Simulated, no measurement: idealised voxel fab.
You're looking at the process module voxel gate over fins.
The figure presents cross-section cut, which has a width of 225 nm and is divided into square cells with an edge length of 5 nm.
Notation: cross-section as square-cell grid; stated in bands, top first, going down; one or more cell rows per band. Top, bottom (nm), then materials left to right with widths (nm); lone material tagged "all across" fills the whole band edge to edge; "air" = empty space. Heights are expressed relative to 0, this being the level below which the as-received wafer comprises one material exclusively. The lowest band is unbounded in the downward direction and is denoted as in "top 0, no bottom". Width: "30 to 40" (first number = top row, second number = bottom row, same change from row to row of cells). "no alteration" means the step left every cell of the cross-section as it was. "Sealed voids": empty spaces of 8 cells or more with no open way to the top, each given as width x height at distance, distance from the left edge, all in nm. On each step's line, the part that comes after the settings is the simulator's own comment on the step. overlay nm: where the mask lay relative to plan, measured to the right, on steps with a mask; negatives go left.
Here's what the planned process steps look like
1) RECEIVE: material Si
2) CONFORMAL_DEP: material SiN, thk nm 10
3) DIRECTIONAL_DEP: material aC, thk nm 15
4) PATTERN: tone cover, mask id FINS, material resist, width nm 15, pitch nm 35, thk nm 30, overlay nm 0
5) DIRECTIONAL_ETCH: etch materials aC, depth nm 15
6) STRIP: etch materials resist
7) DIRECTIONAL_ETCH: etch materials SiN, depth nm 10
8) DIRECTIONAL_ETCH: etch materials Si, depth nm 40
9) STRIP: etch materials aC
10) OXIDIZE: depth nm 5
11) FILL_DEP: material SiO2, thk nm 10
12) CMP: height nm 10
13) SELECTIVE_ETCH: etch materials SiO2, depth nm 20
14) STRIP: etch materials SiN
15) CONFORMAL_DEP: material HfO2, thk nm 5
16) CONFORMAL_DEP: material TiN, thk nm 5
17) CONFORMAL_DEP: material TiAl, thk nm 5
18) CONFORMAL_DEP: material TiN, thk nm 5
19) FILL_DEP: material W, thk nm 10
20) CMP: height nm 25
21) CONFORMAL_DEP: material SiN, thk nm 10
Wafer cross-section on receipt, i.e. after step 1
	top 0, no bottom | Si all across
	Sealed voids: none
Here's the wafer cut in cross-section after the module, started and planned just like above, except one thing was done wrong in the run
	top 35, bottom 25 | SiN all across
	top 25, bottom 20 | W all across
	top 20, bottom 10 | W: 35 / TiN: 150 / W: 40
	top 10, bottom 5 | TiN: 45 / TiAl: 25 / TiN: 10 / TiAl: 25 / TiN: 10 / TiAl: 25 / TiN: 10 / TiAl: 25 / TiN: 50
	top 5, bottom 0 | TiN: 45 / TiAl: 5 / HfO2: 15 / TiAl: 5 / TiN: 10 / TiAl: 5 / HfO2: 15 / TiAl: 5 / TiN: 10 / TiAl: 5 / HfO2: 15 / TiAl: 5 / TiN: 10 / TiAl: 5 / HfO2: 15 / TiAl: 5 / TiN: 50
	top 0, bottom -5 | TiAl: 50 / HfO2: 5 / Si: 5 / HfO2: 5 / TiAl: 20 / HfO2: 5 / Si: 5 / HfO2: 5 / TiAl: 20 / HfO2: 5 / Si: 5 / HfO2: 5 / TiAl: 20 / HfO2: 5 / Si: 5 / HfO2: 5 / TiAl: 55
	top -5, bottom -10 | HfO2: 55 / Si: 5 / HfO2: 30 / Si: 5 / HfO2: 30 / Si: 5 / HfO2: 30 / Si: 5 / HfO2: 60
	top -10, bottom -45 | SiO2: 55 / Si: 5 / SiO2: 30 / Si: 5 / SiO2: 30 / Si: 5 / SiO2: 30 / Si: 5 / SiO2: 60
	top -45, no bottom | Si all across
	Sealed voids: none
The plan and the run diverged here: note: step 16 <-> step 17, run order reversed vs plan
